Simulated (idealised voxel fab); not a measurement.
Name of the process module below: voxel self aligned contacts
Cross-section cut: width 260 nm, square cells of 5 nm.
Cross-section spec: square-cell grid; bands listed top down; each band is one or more rows. Basically the band line says how high the top is and how high the bottom is, in nm, and then what's in it from left to right, every material with its width in nm. Empty space shows up as "blank", and if a single material carries "edge to edge" it runs the full band edge to edge. For the purposes of this specification, 0 denotes the height below which the wafer in its as-received condition is composed wholly of one material, and the lowermost band, lacking a lower limit, extends downward without end, as expressed in "0..down". A width such as "30..40" changes by the same amount from each row of cells to the next, from the band's top row to its bottom row. A step reported as "no change" is a step in which no cell of the cross-section changed. In the "Completely enclosed voids" entry, you get each enclosed empty space of 8 cells or more, one with no open way to the top, written width x height at distance, distance from the left edge, in nm. Formally, on a step line, whatever follows the settings is a remark that the simulator itself makes on the step. The setting "overlay nm" may be written on the line of a step. When the step uses a mask, the value reports how far to the right of the planned place the mask lay, and a negative value reports that it lay to the left.

Steps in the process plan
1,RECEIVE [material Si]
2,OXIDIZE [depth nm 5]
3,DIRECTIONAL_DEP [material polySi] [thk nm 20]
4,DIRECTIONAL_DEP [material SiN] [thk nm 20]
5,PATTERN [tone cover] [mask id GATE] [material resist] [width nm 35] [pitch nm 60] [thk nm 15] [overlay nm 0]
6,DIRECTIONAL_ETCH [etch materials SiN] [depth nm 20]
7,DIRECTIONAL_ETCH [etch materials polySi] [depth nm 20]
8,STRIP [etch materials resist]
9,CONFORMAL_DEP [material SiN] [thk nm 5]
10,DIRECTIONAL_ETCH [etch materials SiN] [depth nm 5]
11,FILL_DEP [material SiO2] [thk nm 15]
12,CMP [height nm 45]
13,PATTERN [tone open] [mask id CONTACT] [material resist] [width nm 45] [thk nm 15] [overlay nm 0]
14,DIRECTIONAL_ETCH [etch materials SiO2] [depth nm 50]
15,STRIP [etch materials resist]
16,CONFORMAL_DEP [material TiN] [thk nm 5]
17,FILL_DEP [material Ru] [thk nm 5]
18,CMP [height nm 45]
19,CONFORMAL_DEP [material SiCN] [thk nm 5]

The first of the two wafers, which ran as planned

Cross-section of the wafer as it came to us, i.e., already through step 1
  0..down: Si edge to edge
  Completely enclosed voids: none

Wafer section view after processing step 2
  0..-5: SiO2 edge to edge
  Note: structure below -5 unchanged.

Wafer section view after processing step 3
  20..0: polySi edge to edge
  Note: structure below 0 unchanged.

Wafer section view after processing step 4
  40..20: SiN edge to edge
  Note: structure below 20 unchanged.

Wafer section view after processing step 5
  55..40: blank (80), resist (35), blank (25), resist (35), blank (85)
  Note: structure below 40 unchanged.

Wafer section view after processing step 6
  55..40: blank (80), resist (35), blank (25), resist (35), blank (85)
  40..20: blank (80), SiN (35), blank (25), SiN (35), blank (85)
  Note: structure below 20 unchanged.

Wafer section view after processing step 7
  55..40: blank (80), resist (35), blank (25), resist (35), blank (85)
  40..20: blank (80), SiN (35), blank (25), SiN (35), blank (85)
  20..0: blank (80), polySi (35), blank (25), polySi (35), blank (85)
  Note: structure below 0 unchanged.

Wafer section view after processing step 8
  40..20: blank (80), SiN (35), blank (25), SiN (35), blank (85)
  Note: structure below 20 unchanged.

Wafer section view after processing step 9
  45..20: blank (75), SiN (45), blank (15), SiN (45), blank (80)
  20..5: blank (75), SiN (5), polySi (35), SiN (5), blank (15), SiN (5), polySi (35), SiN (5), blank (80)
  5..0: SiN (80), polySi (35), SiN (25), polySi (35), SiN (85)
  Note: structure below 0 unchanged.

Wafer section view after processing step 10
  40..20: blank (75), SiN (45), blank (15), SiN (45), blank (80)
  20..0: blank (75), SiN (5), polySi (35), SiN (5), blank (15), SiN (5), polySi (35), SiN (5), blank (80)
  Note: structure below 0 unchanged.

Wafer section view after processing step 11
  55..40: SiO2 edge to edge
  40..20: SiO2 (75), SiN (45), SiO2 (15), SiN (45), SiO2 (80)
  20..0: SiO2 (75), SiN (5), polySi (35), SiN (5), SiO2 (15), SiN (5), polySi (35), SiN (5), SiO2 (80)
  Note: structure below 0 unchanged.

Wafer section view after processing step 12
  45..40: SiO2 edge to edge
  Note: structure below 40 unchanged.

Wafer section view after processing step 13
  60..45: resist (105), blank (45), resist (110)
  Note: structure below 45 unchanged.

Wafer section view after processing step 14
  60..45: resist (105), blank (45), resist (110)
  45..40: SiO2 (105), blank (45), SiO2 (110)
  40..20: SiO2 (75), SiN (45), blank (15), SiN (45), SiO2 (80)
  20..0: SiO2 (75), SiN (5), polySi (35), SiN (5), blank (15), SiN (5), polySi (35), SiN (5), SiO2 (80)
  0..-5: SiO2 (120), blank (15), SiO2 (125)
  Note: structure below -5 unchanged.

Wafer section view after processing step 15
  45..40: SiO2 (105), blank (45), SiO2 (110)
  Note: structure below 40 unchanged.

Wafer section view after processing step 16
  50..45: TiN (110), blank (35), TiN (115)
  45..40: SiO2 (105), TiN (20), blank (5), TiN (20), SiO2 (110)
  40..20: SiO2 (75), SiN (45), TiN (5), blank (5), TiN (5), SiN (45), SiO2 (80)
  20..0: SiO2 (75), SiN (5), polySi (35), SiN (5), TiN (5), blank (5), TiN (5), SiN (5), polySi (35), SiN (5), SiO2 (80)
  0..-5: SiO2 (120), TiN (15), SiO2 (125)
  Note: structure below -5 unchanged.

Wafer section view after processing step 17
  55..50: Ru edge to edge
  50..45: TiN (110), Ru (35), TiN (115)
  45..40: SiO2 (105), TiN (20), Ru (5), TiN (20), SiO2 (110)
  40..20: SiO2 (75), SiN (45), TiN (5), Ru (5), TiN (5), SiN (45), SiO2 (80)
  20..0: SiO2 (75), SiN (5), polySi (35), SiN (5), TiN (5), Ru (5), TiN (5), SiN (5), polySi (35), SiN (5), SiO2 (80)
  Note: structure below 0 unchanged.

Wafer section view after processing step 18
  45..40: SiO2 (105), TiN (20), Ru (5), TiN (20), SiO2 (110)
  Note: structure below 40 unchanged.

Wafer section view after processing step 19
  50..45: SiCN edge to edge
  Note: structure below 45 unchanged.

Regarding the second of the two wafers: it shared the first wafer's starting condition and process plan, yet one error occurred during its execution. Its history coincides with that of the first wafer up to and including step 12

Cross-section of the second wafer at the time step 13 of the plan should have ended
  60..45: resist (115), blank (45), resist (100)
  Note: structure below 45 unchanged.

Cross-section of the second wafer at the time step 14 of the plan should have ended
  60..45: resist (115), blank (45), resist (100)
  45..40: SiO2 (115), blank (45), SiO2 (100)
  40..20: SiO2 (75), SiN (45), blank (15), SiN (45), SiO2 (80)
  20..0: SiO2 (75), SiN (5), polySi (35), SiN (5), blank (15), SiN (5), polySi (35), SiN (5), SiO2 (80)
  0..-5: SiO2 (120), blank (15), SiO2 (125)
  Note: structure below -5 unchanged.

Cross-section of the second wafer at the time step 15 of the plan should have ended
  45..40: SiO2 (115), blank (45), SiO2 (100)
  Note: structure below 40 unchanged.

Cross-section of the second wafer at the time step 16 of the plan should have ended
  50..45: TiN (120), blank (35), TiN (105)
  45..40: SiO2 (115), TiN (10), blank (5), TiN (30), SiO2 (100)
  40..20: SiO2 (75), SiN (45), TiN (5), blank (5), TiN (5), SiN (45), SiO2 (80)
  20..0: SiO2 (75), SiN (5), polySi (35), SiN (5), TiN (5), blank (5), TiN (5), SiN (5), polySi (35), SiN (5), SiO2 (80)
  0..-5: SiO2 (120), TiN (15), SiO2 (125)
  Note: structure below -5 unchanged.

Cross-section of the second wafer at the time step 17 of the plan should have ended
  55..50: Ru edge to edge
  50..45: TiN (120), Ru (35), TiN (105)
  45..40: SiO2 (115), TiN (10), Ru (5), TiN (30), SiO2 (100)
  40..20: SiO2 (75), SiN (45), TiN (5), Ru (5), TiN (5), SiN (45), SiO2 (80)
  20..0: SiO2 (75), SiN (5), polySi (35), SiN (5), TiN (5), Ru (5), TiN (5), SiN (5), polySi (35), SiN (5), SiO2 (80)
  Note: structure below 0 unchanged.

Cross-section of the second wafer at the time step 18 of the plan should have ended
  45..40: SiO2 (115), TiN (10), Ru (5), TiN (30), SiO2 (100)
  Note: structure below 40 unchanged.

Cross-section of the second wafer at the time step 19 of the plan should have ended
  50..45: SiCN edge to edge
  Note: structure below 45 unchanged.
What was done differently from what was planned? step 13 was not run as planned; what actually ran was PATTERN [tone open] [mask id CONTACT] [material resist] [width nm 45] [thk nm 15] [overlay nm 10]
At the end, each material covers as many cells on the second wafer as it does on the first, though the cells it covers are elsewhere.
